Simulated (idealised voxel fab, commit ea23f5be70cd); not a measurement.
process module | voxel transistor to metal
cross-section cut | 190 nm wide | cells 5 nm
A cross-section is a grid of square cells, given in bands from the top down. A band is one or more rows of cells.
Each band's line starts with the height of the band's top and of its bottom, in nm. Then come its materials from left to right, each with its width in nm. One material with "throughout" fills the band from edge to edge. "air" is empty space.
Height 0 is the level under which the wafer as received is all one material. The lowest band goes on downwards, as in "0 down".
A width such as "30 to 40" changes by the same amount from each row of cells to the next, from the band's top row to its bottom row.
"no change" after a step means that no cell of the cross-section changed.
closed voids: empty space of 8 cells or more with no open way to the top, each as width x height at its distance from the left edge, in nm
after a step's settings: what the simulator itself notes on the step
overlay nm, on a step with a mask: how far to the right of its planned place the mask lay; to the left if negative
plan
1 op RECEIVE | material Si
2 op OXIDIZE | depth nm 5
3 op CONFORMAL_DEP | material SiN | thk nm 15
4 op MASKED_ETCH | tone cover | mask id ACTIVE | width nm 100 | etch materials SiN | depth nm 15 | overlay nm 0
5 op MASKED_ETCH | tone cover | mask id ACTIVE | width nm 100 | etch materials SiO2 | depth nm 5 | overlay nm 0
6 op MASKED_ETCH | tone cover | mask id ACTIVE | width nm 100 | etch materials Si | depth nm 30 | overlay nm 0
7 op FILL_DEP | material SiO2 | thk nm 15
8 op CMP | height nm 15
9 op SELECTIVE_ETCH | etch materials SiO2 | depth nm 5
10 op STRIP | etch materials SiN
11 op SELECTIVE_ETCH | etch materials SiO2 | depth nm 5
12 op OXIDIZE | depth nm 5
13 op DIRECTIONAL_DEP | material polySi | thk nm 25
14 op DIRECTIONAL_DEP | material SiCN | thk nm 15
15 op MASKED_ETCH | tone cover | mask id GATE | width nm 20 | etch materials SiCN | depth nm 25 | overlay nm 0
16 op MASKED_ETCH | tone cover | mask id GATE | width nm 20 | etch materials polySi | depth nm 35 | overlay nm 0
17 op CONFORMAL_DEP | material SiN | thk nm 10
18 op DIRECTIONAL_ETCH | etch materials SiN | depth nm 10
19 op DIRECTIONAL_ETCH | etch materials SiO2 | depth nm 5
20 op DIRECTIONAL_ETCH | etch materials Si | depth nm 5
21 op EPI | material nSi | thk nm 5
22 op FILL_DEP | material SiO2 | thk nm 5
23 op CMP | height nm 35
24 op DIRECTIONAL_DEP | material SiO2 | thk nm 15
25 op MASKED_ETCH | tone open | mask id CONTACT | width nm 20 | pitch nm 70 | etch materials SiO2 | depth nm 60 | overlay nm 0
26 op CONFORMAL_DEP | material TiN | thk nm 5
27 op FILL_DEP | material Ru | thk nm 10
28 op CMP | height nm 50
29 op DIRECTIONAL_DEP | material TiN | thk nm 5
30 op DIRECTIONAL_DEP | material Ru | thk nm 15
31 op PATTERN | tone cover | mask id METAL_1 | material resist | width nm 20 | pitch nm 70 | thk nm 20 | overlay nm 0
32 op DIRECTIONAL_ETCH | etch materials Ru | depth nm 15
33 op DIRECTIONAL_ETCH | etch materials TiN | depth nm 5
34 op STRIP | etch materials resist
35 op CONFORMAL_DEP | material SiN | thk nm 5
36 op FILL_DEP | material SiO2 | thk nm 5
37 op CMP | height nm 70
38 op CONFORMAL_DEP | material SiCN | thk nm 5
as received, after step 1
  0 down: Si throughout
  closed voids: none
a wafer at the end: this start, this plan, one mistake
  75 to 70: SiCN throughout
  70 to 65: SiN 50 | TiN 20 | SiN 50 | TiN 20 | SiN 50
  65 to 55: Ru throughout
  55 to 50: TiN 55 | Ru 10 | TiN 60 | Ru 10 | TiN 55
  50 to 35: SiO2 50 | TiN 5 | Ru 10 | TiN 5 | SiO2 50 | TiN 5 | Ru 10 | TiN 5 | SiO2 50
  35 to 20: SiO2 50 | TiN 5 | Ru 10 | TiN 5 | SiO2 5 | SiN 10 | SiCN 20 | SiN 10 | SiO2 5 | TiN 5 | Ru 10 | TiN 5 | SiO2 50
  20 to 5: SiO2 50 | TiN 5 | Ru 10 | TiN 5 | SiO2 5 | SiN 10 | polySi 20 | SiN 10 | SiO2 5 | TiN 5 | Ru 10 | TiN 5 | SiO2 50
  5 to -5: SiO2 40 | SiN 10 | TiN 5 to 10 | Ru 10 to 5 | TiN 5 | SiO2 5 | SiN 10 | polySi 20 | SiN 10 | SiO2 5 | TiN 5 | Ru 10 to 5 | TiN 5 to 10 | SiN 10 | SiO2 40
  -5 to -10: SiO2 50 | nSi 5 | TiN 15 | nSi 5 | SiO2 40 | nSi 5 | TiN 15 | nSi 5 | SiO2 50
  -10 to -15: SiO2 45 | Si 5 | nSi 25 | Si 40 | nSi 25 | Si 5 | SiO2 45
  -15 to -35: SiO2 45 | Si 100 | SiO2 45
  -35 down: Si throughout
  closed voids: none
what went wrong: step 28 was left out
